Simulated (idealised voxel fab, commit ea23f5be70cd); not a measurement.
Process module name: voxel gate over fins
Pictured: cross-section cut, 230 nm wide, on a grid of 5 nm square cells.
Cross-section = grid of square cells, listed top down in bands; band = one or more rows.
It is stipulated that each band's entry specify, in nanometres, the height of the top of the band and then that of its bottom, followed by the materials of the band in left-to-right sequence, each together with its width in nanometres. A single material marked by the word "throughout" is understood to fill the band from edge to edge; the word "blank" is understood to denote empty space.
Zero point of the height axis is 0; under it, received wafer = one material. Lowest band: continues down indefinitely, "from 0 down".
Width: "30 to 40" (first number = top row, second number = bottom row, same change from row to row of cells).
"everything unchanged" means the step left every cell of the cross-section as it was.
Under "Closed void roster" you'll find the enclosed gaps, the ones with no way out to the top, that are 8 cells or bigger; each reads width x height at distance, with distance counted from the left edge, everything in nm.
Anything after a step's settings on that line? It's the simulator's own note about the step.
overlay nm: how far to the right of its planned place the mask lay on this masked step (negative: to the left).
Process steps foreseen in the plan
step 1: RECEIVE, material Si
step 2: CONFORMAL_DEP, material SiN, thk nm 10
step 3: MASKED_ETCH, tone cover, mask id FINS, width nm 15, pitch nm 50, etch materials SiN, depth nm 10, overlay nm 0
step 4: MASKED_ETCH, tone cover, mask id FINS, width nm 15, pitch nm 50, etch materials Si, depth nm 35, overlay nm 0
step 5: FILL_DEP, material SiO2, thk nm 5
step 6: CMP, height nm 10
step 7: MASKED_ETCH, tone open, mask id RAIL, width nm 15, etch materials SiO2, depth nm 40, overlay nm 0
step 8: CONFORMAL_DEP, material TiN, thk nm 5
step 9: FILL_DEP, material Ru, thk nm 10
step 10: CMP, height nm 10
step 11: SELECTIVE_ETCH, etch materials W Ru TiN, depth nm 35
step 12: FILL_DEP, material SiO2, thk nm 5
step 13: CMP, height nm 10
step 14: SELECTIVE_ETCH, etch materials SiO2, depth nm 25
step 15: STRIP, etch materials SiN
step 16: CONFORMAL_DEP, material HfO2, thk nm 5
step 17: CONFORMAL_DEP, material TiN, thk nm 5
step 18: CONFORMAL_DEP, material TiAl, thk nm 5
step 19: CONFORMAL_DEP, material TiN, thk nm 5
step 20: FILL_DEP, material W, thk nm 10
step 21: CMP, height nm 25
step 22: CONFORMAL_DEP, material SiCN, thk nm 5
Wafer as received: cross-section following step 1
  from 0 down: Si throughout
  Closed void roster: none
One mistake in running the module, otherwise start and plan as above: cross-section at the end
  from 30 to 25: SiCN throughout
  from 25 to 20: W throughout
  from 20 to 15: W: 60, then TiN: 105, then W: 65
  from 15 to 10: W: 60, then TiN: 5, then TiAl: 45, then TiN: 5, then TiAl: 45, then TiN: 5, then W: 65
  from 10 to 5: W: 60, then TiN: 5, then TiAl: 5, then TiN: 35, then TiAl: 5, then TiN: 5, then TiAl: 5, then TiN: 35, then TiAl: 5, then TiN: 5, then W: 65
  from 5 to 0: TiN: 65, then TiAl: 5, then TiN: 5, then HfO2: 25, then TiN: 5, then TiAl: 5, then TiN: 5, then TiAl: 5, then TiN: 5, then HfO2: 25, then TiN: 5, then TiAl: 5, then TiN: 70
  from 0 to -5: TiAl: 70, then TiN: 5, then HfO2: 5, then Si: 15, then HfO2: 5, then TiN: 5, then TiAl: 15, then TiN: 5, then HfO2: 5, then Si: 15, then HfO2: 5, then TiN: 5, then TiAl: 75
  from -5 to -10: TiN: 75, then HfO2: 5, then Si: 15, then HfO2: 5, then TiN: 25, then HfO2: 5, then Si: 15, then HfO2: 5, then TiN: 80
  from -10 to -15: HfO2: 80, then Si: 15, then HfO2: 35, then Si: 15, then HfO2: 85
  from -15 to -25: SiO2: 80, then Si: 15, then SiO2: 35, then Si: 15, then SiO2: 85
  from -25 to -30: SiO2: 80, then Si: 15, then SiO2: 15, then TiN: 15, then SiO2: 5, then Si: 15, then SiO2: 85
  from -30 to -35: SiO2: 80, then Si: 15, then SiO2: 35, then Si: 15, then SiO2: 85
  from -35 down: Si throughout
  Closed void roster: none
Diagnosis: step 7 did not happen as planned, as run it was MASKED_ETCH, tone open, mask id RAIL, width nm 15, etch materials SiO2, depth nm 40, overlay nm 5
